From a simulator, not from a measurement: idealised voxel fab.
Presented below is a process module, voxel ribs on slabs.
Each square cell in cross-section cut measures 5 nm, and the section as a whole is 270 nm wide.
How to read a cross-section here: the picture is a grid of square cells, written as bands going from the top down, and any band can span one or more rows of cells.
Read a band's entry like this: the first values are the height of its top and the height of its bottom in nm, and what follows is the sequence of materials from left to right, each with its width in nm. Note that "air" is empty space, and that a single material marked "everywhere" reaches across the band from edge to edge.
It should be noted that heights are counted from 0, beneath which the wafer as supplied is of one material throughout, and that the lowest band possesses no lower boundary but continues downward, as written in "0..down".
The expression "30 to 40" gives the width at the extremes of the band, the first number at its top row of cells and the second at its bottom row, with the width changing by equal amounts from each row to the next in between.
The designation "no change", where it is given for a processing step, indicates that no cell of the cross-section was altered in the course of that step.
So "Enclosed empty spaces" is basically the list of trapped voids: any empty space of 8 cells or more that can't reach the top through an opening. They're written width x height at distance, the distance being from the left edge, and it's all nm.
The remark found on a step's line after its settings is issued by the simulator itself and pertains to that step.
The "overlay nm" setting may appear on a step's line; for a step that uses a mask, it gives how far to the right of its planned position the mask lay, and a negative value indicates the left.
# Process steps foreseen in the plan
1,RECEIVE with material Si
2,DIRECTIONAL_DEP with material SiO2, thk nm 30
3,DIRECTIONAL_DEP with material polySi, thk nm 20
4,PATTERN with tone cover, mask id RIB, material resist, width nm 20, thk nm 15, overlay nm 0
5,DIRECTIONAL_ETCH with etch materials polySi, depth nm 5
6,STRIP with etch materials resist
7,DIRECTIONAL_DEP with material aC, thk nm 15
8,PATTERN with tone cover, mask id SLAB, material resist, width nm 50, thk nm 35, overlay nm 0
9,DIRECTIONAL_ETCH with etch materials aC, depth nm 15
10,STRIP with etch materials resist
11,DIRECTIONAL_ETCH with etch materials polySi, depth nm 15
12,STRIP with etch materials aC
13,FILL_DEP with material SiO2, thk nm 25
14,CMP with height nm 65
15,DIRECTIONAL_DEP with material TiN, thk nm 5
16,PATTERN with tone cover, mask id HEATER, material resist, width nm 30, thk nm 15, overlay nm 0
17,DIRECTIONAL_ETCH with etch materials TiN, depth nm 5
18,STRIP with etch materials resist
19,CONFORMAL_DEP with material SiO2, thk nm 10
# As received (post step 1): cross-section
- 0..down: Si everywhere
- Enclosed empty spaces: none
# The following cross-section depicts the wafer upon conclusion of the module. Processing commenced from the starting condition illustrated above and adhered to the plan illustrated above, save for one mistake in execution
- 80..75: air: 110, then SiO2: 50, then air: 110
- 75..70: SiO2 everywhere
- 70..65: SiO2: 120, then TiN: 30, then SiO2: 120
- 65..50: SiO2 everywhere
- 50..45: SiO2: 125, then polySi: 20, then SiO2: 125
- 45..30: SiO2: 105, then polySi: 50, then SiO2: 115
- 30..0: SiO2 everywhere
- 0..down: Si everywhere
- Enclosed empty spaces: none
In executing the process, a mistake was made relative to the plan: step 8 off recipe, ran as PATTERN with tone cover, mask id SLAB, material resist, width nm 50, thk nm 35, overlay nm -5
